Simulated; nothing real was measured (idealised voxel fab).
You're looking at the process module voxel wiring stack.
Square cells of 5 nm make up the cross-section cut, whose width is 240 nm.
In what follows, cross-sections appear as grids of square cells, described through bands that run from the top down, where every band is one or more rows of cells.
Each band's line starts with the height of the band's top and of its bottom, in nm. Then come its materials from left to right, each with its width in nm. One material with "edge to edge" fills the band from edge to edge. "air" is empty space.
Heights are expressed relative to 0, this being the level below which the as-received wafer comprises one material exclusively. The lowest band is unbounded in the downward direction and is denoted as in "z 0 and below".
When a width is written as two numbers, as in "30->40", the first number is the width in the top row of cells of the band and the second is the width in its bottom row, and the width changes by the same amount from each row to the next.
Where the words "stayed the same" appear for a step, the cross-section shows no cell changed by that step; every cell remained as before.
Listed in "Enclosed void entries": every empty space of 8 or more cells without an open way to the top. Form: width x height at distance, the distance being from the left edge, all in nm.
Read whatever lies past the settings on a step's line as the simulator's own remark about the step.
Each step line may optionally specify "overlay nm", which for a step with a mask gives the rightward distance between the mask's planned place and where it lay, a negative value indicating the leftward direction.
List of planned process steps:
- 1: RECEIVE (material Si)
- 2: CONFORMAL_DEP (material SiO2; thk nm 15)
- 3: CONFORMAL_DEP (material SiCN; thk nm 5)
- 4: DIRECTIONAL_DEP (material lowk; thk nm 20)
- 5: PATTERN (tone open; mask id METAL_1; material resist; width nm 20; pitch nm 45; thk nm 15; overlay nm 0)
- 6: DIRECTIONAL_ETCH (etch materials lowk; depth nm 20)
- 7: DIRECTIONAL_ETCH (etch materials SiCN; depth nm 5)
- 8: STRIP (etch materials resist)
- 9: CONFORMAL_DEP (material TiN; thk nm 5)
- 10: FILL_DEP (material Cu; thk nm 10)
- 11: CMP (height nm 40)
- 12: EPI (material Ru; thk nm 5)
- 13: FILL_DEP (material SiCN; thk nm 5)
- 14: DIRECTIONAL_DEP (material SiO2; thk nm 25)
- 15: MASKED_ETCH (tone open; mask id METAL_2; width nm 20; pitch nm 45; etch materials SiO2; depth nm 15; overlay nm 0)
- 16: PATTERN (tone open; mask id METAL_2_HOLES; material resist; width nm 15; pitch nm 45; thk nm 20; overlay nm 0)
- 17: DIRECTIONAL_ETCH (etch materials SiO2; depth nm 10)
- 18: DIRECTIONAL_ETCH (etch materials SiCN; depth nm 5)
- 19: STRIP (etch materials resist)
- 20: CONFORMAL_DEP (material TiN; thk nm 5)
- 21: FILL_DEP (material Cu; thk nm 10)
- 22: CMP (height nm 75)
- 23: CONFORMAL_DEP (material SiCN; thk nm 5)
- 24: DIRECTIONAL_DEP (material SiO2; thk nm 30)
- 25: PATTERN (tone open; mask id METAL_3; material resist; width nm 20; pitch nm 45; thk nm 20; overlay nm 0)
- 26: DIRECTIONAL_ETCH (etch materials SiO2; depth nm 20)
- 27: STRIP (etch materials resist)
- 28: MASKED_ETCH (tone open; mask id METAL_3_HOLES; width nm 15; pitch nm 45; etch materials SiO2; depth nm 10; overlay nm 0)
- 29: MASKED_ETCH (tone open; mask id METAL_3_HOLES; width nm 15; pitch nm 45; etch materials SiCN; depth nm 5; overlay nm 0)
- 30: CONFORMAL_DEP (material TiN; thk nm 5)
- 31: FILL_DEP (material Cu; thk nm 10)
- 32: CMP (height nm 110)
- 33: CONFORMAL_DEP (material SiCN; thk nm 5)
First out of two wafers; run went to plan:
Cross-sectional view of the wafer in its as-received condition, corresponding to the state after step 1:
  z 0 and below = Si edge to edge
  Enclosed void entries: none
Wafer section view after processing step 2:
  z 15 to 0 = SiO2 edge to edge
  No changes below 0.
Wafer section view after processing step 3:
  z 20 to 15 = SiCN edge to edge
  No changes below 15.
Wafer section view after processing step 4:
  z 40 to 20 = lowk edge to edge
  No changes below 20.
Wafer section view after processing step 5:
  z 55 to 40 = resist=65, air=20, resist=25, air=20, resist=25, air=20, resist=65
  No changes below 40.
Wafer section view after processing step 6:
  z 55 to 40 = resist=65, air=20, resist=25, air=20, resist=25, air=20, resist=65
  z 40 to 20 = lowk=65, air=20, lowk=25, air=20, lowk=25, air=20, lowk=65
  No changes below 20.
Wafer section view after processing step 7:
  z 55 to 40 = resist=65, air=20, resist=25, air=20, resist=25, air=20, resist=65
  z 40 to 20 = lowk=65, air=20, lowk=25, air=20, lowk=25, air=20, lowk=65
  z 20 to 15 = SiCN=65, air=20, SiCN=25, air=20, SiCN=25, air=20, SiCN=65
  No changes below 15.
Wafer section view after processing step 8:
  z 40 to 20 = lowk=65, air=20, lowk=25, air=20, lowk=25, air=20, lowk=65
  No changes below 20.
Wafer section view after processing step 9:
  z 45 to 40 = TiN=70, air=10, TiN=35, air=10, TiN=35, air=10, TiN=70
  z 40 to 20 = lowk=65, TiN=5, air=10, TiN=5, lowk=25, TiN=5, air=10, TiN=5, lowk=25, TiN=5, air=10, TiN=5, lowk=65
  z 20 to 15 = SiCN=65, TiN=20, SiCN=25, TiN=20, SiCN=25, TiN=20, SiCN=65
  No changes below 15.
Wafer section view after processing step 10:
  z 55 to 45 = Cu edge to edge
  z 45 to 40 = TiN=70, Cu=10, TiN=35, Cu=10, TiN=35, Cu=10, TiN=70
  z 40 to 20 = lowk=65, TiN=5, Cu=10, TiN=5, lowk=25, TiN=5, Cu=10, TiN=5, lowk=25, TiN=5, Cu=10, TiN=5, lowk=65
  No changes below 20.
Wafer section view after processing step 11:
  z 40 to 20 = lowk=65, TiN=5, Cu=10, TiN=5, lowk=25, TiN=5, Cu=10, TiN=5, lowk=25, TiN=5, Cu=10, TiN=5, lowk=65
  No changes below 20.
Wafer section view after processing step 12:
  z 45 to 40 = air=60, Ru=30, air=15, Ru=30, air=15, Ru=30, air=60
  No changes below 40.
Wafer section view after processing step 13:
  z 50 to 45 = SiCN edge to edge
  z 45 to 40 = SiCN=60, Ru=30, SiCN=15, Ru=30, SiCN=15, Ru=30, SiCN=60
  No changes below 40.
Wafer section view after processing step 14:
  z 75 to 50 = SiO2 edge to edge
  No changes below 50.
Wafer section view after processing step 15:
  z 75 to 60 = SiO2=65, air=20, SiO2=25, air=20, SiO2=25, air=20, SiO2=65
  No changes below 60.
Wafer section view after processing step 16:
  z 95 to 75 = resist=65, air=15, resist=30, air=15, resist=30, air=15, resist=70
  z 75 to 60 = SiO2=65, air=15, resist=5, SiO2=25, air=15, resist=5, SiO2=25, air=15, resist=5, SiO2=65
  No changes below 60.
Wafer section view after processing step 17:
  z 95 to 75 = resist=65, air=15, resist=30, air=15, resist=30, air=15, resist=70
  z 75 to 60 = SiO2=65, air=15, resist=5, SiO2=25, air=15, resist=5, SiO2=25, air=15, resist=5, SiO2=65
  z 60 to 50 = SiO2=65, air=15, SiO2=30, air=15, SiO2=30, air=15, SiO2=70
  No changes below 50.
Wafer section view after processing step 18:
  z 95 to 75 = resist=65, air=15, resist=30, air=15, resist=30, air=15, resist=70
  z 75 to 60 = SiO2=65, air=15, resist=5, SiO2=25, air=15, resist=5, SiO2=25, air=15, resist=5, SiO2=65
  z 60 to 50 = SiO2=65, air=15, SiO2=30, air=15, SiO2=30, air=15, SiO2=70
  z 50 to 45 = SiCN=65, air=15, SiCN=30, air=15, SiCN=30, air=15, SiCN=70
  No changes below 45.
Wafer section view after processing step 19:
  z 75 to 60 = SiO2=65, air=20, SiO2=25, air=20, SiO2=25, air=20, SiO2=65
  No changes below 60.
Wafer section view after processing step 20:
  z 80 to 75 = TiN=70, air=10, TiN=35, air=10, TiN=35, air=10, TiN=70
  z 75 to 65 = SiO2=65, TiN=5, air=10, TiN=5, SiO2=25, TiN=5, air=10, TiN=5, SiO2=25, TiN=5, air=10, TiN=5, SiO2=65
  z 65 to 60 = SiO2=65, TiN=5, air=5, TiN=10, SiO2=25, TiN=5, air=5, TiN=10, SiO2=25, TiN=5, air=5, TiN=10, SiO2=65
  z 60 to 50 = SiO2=65, TiN=5, air=5, TiN=5, SiO2=30, TiN=5, air=5, TiN=5, SiO2=30, TiN=5, air=5, TiN=5, SiO2=70
  z 50 to 45 = SiCN=65, TiN=15, SiCN=30, TiN=15, SiCN=30, TiN=15, SiCN=70
  No changes below 45.
Wafer section view after processing step 21:
  z 90 to 80 = Cu edge to edge
  z 80 to 75 = TiN=70, Cu=10, TiN=35, Cu=10, TiN=35, Cu=10, TiN=70
  z 75 to 65 = SiO2=65, TiN=5, Cu=10, TiN=5, SiO2=25, TiN=5, Cu=10, TiN=5, SiO2=25, TiN=5, Cu=10, TiN=5, SiO2=65
  z 65 to 60 = SiO2=65, TiN=5, Cu=5, TiN=10, SiO2=25, TiN=5, Cu=5, TiN=10, SiO2=25, TiN=5, Cu=5, TiN=10, SiO2=65
  z 60 to 50 = SiO2=65, TiN=5, Cu=5, TiN=5, SiO2=30, TiN=5, Cu=5, TiN=5, SiO2=30, TiN=5, Cu=5, TiN=5, SiO2=70
  No changes below 50.
Wafer section view after processing step 22:
  z 75 to 65 = SiO2=65, TiN=5, Cu=10, TiN=5, SiO2=25, TiN=5, Cu=10, TiN=5, SiO2=25, TiN=5, Cu=10, TiN=5, SiO2=65
  No changes below 65.
Wafer section view after processing step 23:
  z 80 to 75 = SiCN edge to edge
  No changes below 75.
Wafer section view after processing step 24:
  z 110 to 80 = SiO2 edge to edge
  No changes below 80.
Wafer section view after processing step 25:
  z 130 to 110 = resist=65, air=20, resist=25, air=20, resist=25, air=20, resist=65
  No changes below 110.
Wafer section view after processing step 26:
  z 130 to 110 = resist=65, air=20, resist=25, air=20, resist=25, air=20, resist=65
  z 110 to 90 = SiO2=65, air=20, SiO2=25, air=20, SiO2=25, air=20, SiO2=65
  No changes below 90.
Wafer section view after processing step 27:
  z 110 to 90 = SiO2=65, air=20, SiO2=25, air=20, SiO2=25, air=20, SiO2=65
  No changes below 90.
Wafer section view after processing step 28:
  z 110 to 90 = SiO2=65, air=20, SiO2=25, air=20, SiO2=25, air=20, SiO2=65
  z 90 to 80 = SiO2=65, air=15, SiO2=30, air=15, SiO2=30, air=15, SiO2=70
  No changes below 80.
Wafer section view after processing step 29:
  z 110 to 90 = SiO2=65, air=20, SiO2=25, air=20, SiO2=25, air=20, SiO2=65
  z 90 to 80 = SiO2=65, air=15, SiO2=30, air=15, SiO2=30, air=15, SiO2=70
  z 80 to 75 = SiCN=65, air=15, SiCN=30, air=15, SiCN=30, air=15, SiCN=70
  No changes below 75.
Wafer section view after processing step 30:
  z 115 to 110 = TiN=70, air=10, TiN=35, air=10, TiN=35, air=10, TiN=70
  z 110 to 95 = SiO2=65, TiN=5, air=10, TiN=5, SiO2=25, TiN=5, air=10, TiN=5, SiO2=25, TiN=5, air=10, TiN=5, SiO2=65
  z 95 to 90 = SiO2=65, TiN=5, air=5, TiN=10, SiO2=25, TiN=5, air=5, TiN=10, SiO2=25, TiN=5, air=5, TiN=10, SiO2=65
  z 90 to 80 = SiO2=65, TiN=5, air=5, TiN=5, SiO2=30, TiN=5, air=5, TiN=5, SiO2=30, TiN=5, air=5, TiN=5, SiO2=70
  z 80 to 75 = SiCN=65, TiN=15, SiCN=30, TiN=15, SiCN=30, TiN=15, SiCN=70
  No changes below 75.
Wafer section view after processing step 31:
  z 125 to 115 = Cu edge to edge
  z 115 to 110 = TiN=70, Cu=10, TiN=35, Cu=10, TiN=35, Cu=10, TiN=70
  z 110 to 95 = SiO2=65, TiN=5, Cu=10, TiN=5, SiO2=25, TiN=5, Cu=10, TiN=5, SiO2=25, TiN=5, Cu=10, TiN=5, SiO2=65
  z 95 to 90 = SiO2=65, TiN=5, Cu=5, TiN=10, SiO2=25, TiN=5, Cu=5, TiN=10, SiO2=25, TiN=5, Cu=5, TiN=10, SiO2=65
  z 90 to 80 = SiO2=65, TiN=5, Cu=5, TiN=5, SiO2=30, TiN=5, Cu=5, TiN=5, SiO2=30, TiN=5, Cu=5, TiN=5, SiO2=70
  No changes below 80.
Wafer section view after processing step 32:
  z 110 to 95 = SiO2=65, TiN=5, Cu=10, TiN=5, SiO2=25, TiN=5, Cu=10, TiN=5, SiO2=25, TiN=5, Cu=10, TiN=5, SiO2=65
  No changes below 95.
Wafer section view after processing step 33:
  z 115 to 110 = SiCN edge to edge
  No changes below 110.
The second wafer was prepared from the same starting point and under the same plan as the first; its processing contained one mistake, and it remains indistinguishable from the first wafer up to and including step 12:
Cross-section, second wafer, at the end time the plan gives for step 13:
  z 50 to 45 = Cu edge to edge
  z 45 to 40 = Cu=60, Ru=30, Cu=15, Ru=30, Cu=15, Ru=30, Cu=60
  No changes below 40.
Cross-section, second wafer, at the end time the plan gives for step 14:
  z 75 to 50 = SiO2 edge to edge
  No changes below 50.
Cross-section, second wafer, at the end time the plan gives for step 15:
  z 75 to 60 = SiO2=65, air=20, SiO2=25, air=20, SiO2=25, air=20, SiO2=65
  No changes below 60.
Cross-section, second wafer, at the end time the plan gives for step 16:
  z 95 to 75 = resist=65, air=15, resist=30, air=15, resist=30, air=15, resist=70
  z 75 to 60 = SiO2=65, air=15, resist=5, SiO2=25, air=15, resist=5, SiO2=25, air=15, resist=5, SiO2=65
  No changes below 60.
Cross-section, second wafer, at the end time the plan gives for step 17:
  z 95 to 75 = resist=65, air=15, resist=30, air=15, resist=30, air=15, resist=70
  z 75 to 60 = SiO2=65, air=15, resist=5, SiO2=25, air=15, resist=5, SiO2=25, air=15, resist=5, SiO2=65
  z 60 to 50 = SiO2=65, air=15, SiO2=30, air=15, SiO2=30, air=15, SiO2=70
  No changes below 50.
Cross-section, second wafer, at the end time the plan gives for step 18: stayed the same
Cross-section, second wafer, at the end time the plan gives for step 19:
  z 75 to 60 = SiO2=65, air=20, SiO2=25, air=20, SiO2=25, air=20, SiO2=65
  No changes below 60.
Cross-section, second wafer, at the end time the plan gives for step 20:
  z 80 to 75 = TiN=70, air=10, TiN=35, air=10, TiN=35, air=10, TiN=70
  z 75 to 65 = SiO2=65, TiN=5, air=10, TiN=5, SiO2=25, TiN=5, air=10, TiN=5, SiO2=25, TiN=5, air=10, TiN=5, SiO2=65
  z 65 to 55 = SiO2=65, TiN=5, air=5, TiN=10->5, SiO2=25->30, TiN=5, air=5, TiN=10->5, SiO2=25->30, TiN=5, air=5, TiN=10->5, SiO2=65->70
  z 55 to 50 = SiO2=65, TiN=15, SiO2=30, TiN=15, SiO2=30, TiN=15, SiO2=70
  No changes below 50.
Cross-section, second wafer, at the end time the plan gives for step 21:
  z 90 to 80 = Cu edge to edge
  z 80 to 75 = TiN=70, Cu=10, TiN=35, Cu=10, TiN=35, Cu=10, TiN=70
  z 75 to 65 = SiO2=65, TiN=5, Cu=10, TiN=5, SiO2=25, TiN=5, Cu=10, TiN=5, SiO2=25, TiN=5, Cu=10, TiN=5, SiO2=65
  z 65 to 55 = SiO2=65, TiN=5, Cu=5, TiN=10->5, SiO2=25->30, TiN=5, Cu=5, TiN=10->5, SiO2=25->30, TiN=5, Cu=5, TiN=10->5, SiO2=65->70
  No changes below 55.
Cross-section, second wafer, at the end time the plan gives for step 22:
  z 75 to 65 = SiO2=65, TiN=5, Cu=10, TiN=5, SiO2=25, TiN=5, Cu=10, TiN=5, SiO2=25, TiN=5, Cu=10, TiN=5, SiO2=65
  No changes below 65.
Cross-section, second wafer, at the end time the plan gives for step 23:
  z 80 to 75 = SiCN edge to edge
  No changes below 75.
Cross-section, second wafer, at the end time the plan gives for step 24:
  z 110 to 80 = SiO2 edge to edge
  No changes below 80.
Cross-section, second wafer, at the end time the plan gives for step 25:
  z 130 to 110 = resist=65, air=20, resist=25, air=20, resist=25, air=20, resist=65
  No changes below 110.
Cross-section, second wafer, at the end time the plan gives for step 26:
  z 130 to 110 = resist=65, air=20, resist=25, air=20, resist=25, air=20, resist=65
  z 110 to 90 = SiO2=65, air=20, SiO2=25, air=20, SiO2=25, air=20, SiO2=65
  No changes below 90.
Cross-section, second wafer, at the end time the plan gives for step 27:
  z 110 to 90 = SiO2=65, air=20, SiO2=25, air=20, SiO2=25, air=20, SiO2=65
  No changes below 90.
Cross-section, second wafer, at the end time the plan gives for step 28:
  z 110 to 90 = SiO2=65, air=20, SiO2=25, air=20, SiO2=25, air=20, SiO2=65
  z 90 to 80 = SiO2=65, air=15, SiO2=30, air=15, SiO2=30, air=15, SiO2=70
  No changes below 80.
Cross-section, second wafer, at the end time the plan gives for step 29:
  z 110 to 90 = SiO2=65, air=20, SiO2=25, air=20, SiO2=25, air=20, SiO2=65
  z 90 to 80 = SiO2=65, air=15, SiO2=30, air=15, SiO2=30, air=15, SiO2=70
  z 80 to 75 = SiCN=65, air=15, SiCN=30, air=15, SiCN=30, air=15, SiCN=70
  No changes below 75.
Cross-section, second wafer, at the end time the plan gives for step 30:
  z 115 to 110 = TiN=70, air=10, TiN=35, air=10, TiN=35, air=10, TiN=70
  z 110 to 95 = SiO2=65, TiN=5, air=10, TiN=5, SiO2=25, TiN=5, air=10, TiN=5, SiO2=25, TiN=5, air=10, TiN=5, SiO2=65
  z 95 to 90 = SiO2=65, TiN=5, air=5, TiN=10, SiO2=25, TiN=5, air=5, TiN=10, SiO2=25, TiN=5, air=5, TiN=10, SiO2=65
  z 90 to 80 = SiO2=65, TiN=5, air=5, TiN=5, SiO2=30, TiN=5, air=5, TiN=5, SiO2=30, TiN=5, air=5, TiN=5, SiO2=70
  z 80 to 75 = SiCN=65, TiN=15, SiCN=30, TiN=15, SiCN=30, TiN=15, SiCN=70
  No changes below 75.
Cross-section, second wafer, at the end time the plan gives for step 31:
  z 125 to 115 = Cu edge to edge
  z 115 to 110 = TiN=70, Cu=10, TiN=35, Cu=10, TiN=35, Cu=10, TiN=70
  z 110 to 95 = SiO2=65, TiN=5, Cu=10, TiN=5, SiO2=25, TiN=5, Cu=10, TiN=5, SiO2=25, TiN=5, Cu=10, TiN=5, SiO2=65
  z 95 to 90 = SiO2=65, TiN=5, Cu=5, TiN=10, SiO2=25, TiN=5, Cu=5, TiN=10, SiO2=25, TiN=5, Cu=5, TiN=10, SiO2=65
  z 90 to 80 = SiO2=65, TiN=5, Cu=5, TiN=5, SiO2=30, TiN=5, Cu=5, TiN=5, SiO2=30, TiN=5, Cu=5, TiN=5, SiO2=70
  No changes below 80.
Cross-section, second wafer, at the end time the plan gives for step 32:
  z 110 to 95 = SiO2=65, TiN=5, Cu=10, TiN=5, SiO2=25, TiN=5, Cu=10, TiN=5, SiO2=25, TiN=5, Cu=10, TiN=5, SiO2=65
  No changes below 95.
Cross-section, second wafer, at the end time the plan gives for step 33:
  z 115 to 110 = SiCN edge to edge
  No changes below 110.
So what did we get wrong on this run? rather than as planned, step 13 actually ran as FILL_DEP (material Cu; thk nm 5)
FYI, end of process, the second wafer has more or fewer cells of some materials than the first: Cu +75; SiCN -69; TiN -6
